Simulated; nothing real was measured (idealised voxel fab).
process module | voxel quadruple lines
cross-section cut | 165 nm wide | cells 5 nm
A cross-section is a grid of square cells, given in bands from the top down. A band is one or more rows of cells.
Each band's line starts with the height of the band's top and of its bottom, in nm. Then come its materials from left to right, each with its width in nm. One material with "throughout" fills the band from edge to edge. "air" is empty space.
Height 0 is the level under which the wafer as received is all one material. The lowest band goes on downwards, as in "0 down".
A width such as "30 to 40" changes by the same amount from each row of cells to the next, from the band's top row to its bottom row.
"no change" after a step means that no cell of the cross-section changed.
closed voids: empty space of 8 cells or more with no open way to the top, each as width x height at its distance from the left edge, in nm
after a step's settings: what the simulator itself notes on the step
overlay nm, on a step with a mask: how far to the right of its planned place the mask lay; to the left if negative
plan
1 op RECEIVE | material Si
2 op CONFORMAL_DEP | material SiO2 | thk nm 10
3 op DIRECTIONAL_DEP | material TiN | thk nm 15
4 op DIRECTIONAL_DEP | material polySi | thk nm 15
5 op DIRECTIONAL_DEP | material aC | thk nm 20
6 op PATTERN | tone cover | mask id MANDREL | material resist | width nm 25 | thk nm 30 | overlay nm 0
7 op DIRECTIONAL_ETCH | etch materials aC | depth nm 20
8 op STRIP | etch materials resist
9 op CONFORMAL_DEP | material SiO2 | thk nm 15
10 op DIRECTIONAL_ETCH | etch materials SiO2 | depth nm 15
11 op STRIP | etch materials aC
12 op DIRECTIONAL_ETCH | etch materials polySi | depth nm 15
13 op STRIP | etch materials SiO2
14 op CONFORMAL_DEP | material SiCN | thk nm 5
15 op DIRECTIONAL_ETCH | etch materials SiCN | depth nm 5
16 op STRIP | etch materials polySi
17 op DIRECTIONAL_ETCH | etch materials TiN | depth nm 15
18 op STRIP | etch materials SiCN
as received, after step 1
  0 down: Si throughout
  closed voids: none
first wafer at the end, as planned
  25 to 10: air 50 | TiN 5 | air 15 | TiN 5 | air 15 | TiN 5 | air 15 | TiN 5 | air 50
  10 to 0: SiO2 throughout
  0 down: Si throughout
  closed voids: none
second wafer at the end: like start, like plan, one mistake
  25 to 10: air 50 | TiN 5 | air 15 | TiN 5 | air 20 | TiN 5 | air 15 | TiN 5 | air 45
  10 to 0: SiO2 throughout
  0 down: Si throughout
  closed voids: none
what went wrong: step 6 ran as: op PATTERN | tone cover | mask id MANDREL | material resist | width nm 30 | thk nm 30 | overlay nm 0
at the end the second wafer has, in cells: as many of each material as the first, in other places
